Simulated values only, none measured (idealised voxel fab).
process module | voxel quadruple lines
cross-section cut | 265 nm wide | cells 5 nm
A cross-section is a grid of square cells, given in bands from the top down. A band is one or more rows of cells.
Each band's line starts with the height of the band's top and of its bottom, in nm. Then come its materials from left to right, each with its width in nm. One material with "throughout" fills the band from edge to edge. "air" is empty space.
Height 0 is the level under which the wafer as received is all one material. The lowest band goes on downwards, as in "0 down".
A width such as "30 to 40" changes by the same amount from each row of cells to the next, from the band's top row to its bottom row.
"no change" after a step means that no cell of the cross-section changed.
closed voids: empty space of 8 cells or more with no open way to the top, each as width x height at its distance from the left edge, in nm
after a step's settings: what the simulator itself notes on the step
overlay nm, on a step with a mask: how far to the right of its planned place the mask lay; to the left if negative
plan
1 op RECEIVE | material Si
2 op CONFORMAL_DEP | material SiO2 | thk nm 5
3 op DIRECTIONAL_DEP | material W | thk nm 10
4 op DIRECTIONAL_DEP | material polySi | thk nm 20
5 op DIRECTIONAL_DEP | material aC | thk nm 20
6 op PATTERN | tone cover | mask id MANDREL | material resist | width nm 15 | pitch nm 80 | thk nm 25 | overlay nm 0
7 op DIRECTIONAL_ETCH | etch materials aC | depth nm 20
8 op STRIP | etch materials resist
9 op CONFORMAL_DEP | material SiO2 | thk nm 15
10 op DIRECTIONAL_ETCH | etch materials SiO2 | depth nm 15
11 op STRIP | etch materials aC
12 op DIRECTIONAL_ETCH | etch materials polySi | depth nm 20
13 op STRIP | etch materials SiO2
14 op CONFORMAL_DEP | material SiN | thk nm 5
15 op DIRECTIONAL_ETCH | etch materials SiN | depth nm 5
16 op STRIP | etch materials polySi
17 op DIRECTIONAL_ETCH | etch materials W | depth nm 10
18 op STRIP | etch materials SiN
19 op FILL_DEP | material lowk | thk nm 10
20 op CMP | height nm 15
varied across the wafers: width nm of step 6. The plan shows the first wafer's value. All wafers start alike
first wafer as received, after step 1
  0 down: Si throughout
  closed voids: none
each wafer at the end: cells of each material gained (+) or lost (-) since it was received, then its closed voids
width nm 15 | +53 SiO2 | +16 W | +90 lowk | closed voids: none
width nm 20 | +53 SiO2 | +16 W | +90 lowk | closed voids: none
width nm 25 | +53 SiO2 | +16 W | +90 lowk | closed voids: none
width nm 30 | +53 SiO2 | +16 W | +90 lowk | closed voids: none
width nm 35 | +53 SiO2 | +16 W | +90 lowk | closed voids: none
width nm 40 | +53 SiO2 | +16 W | +90 lowk | closed voids: none
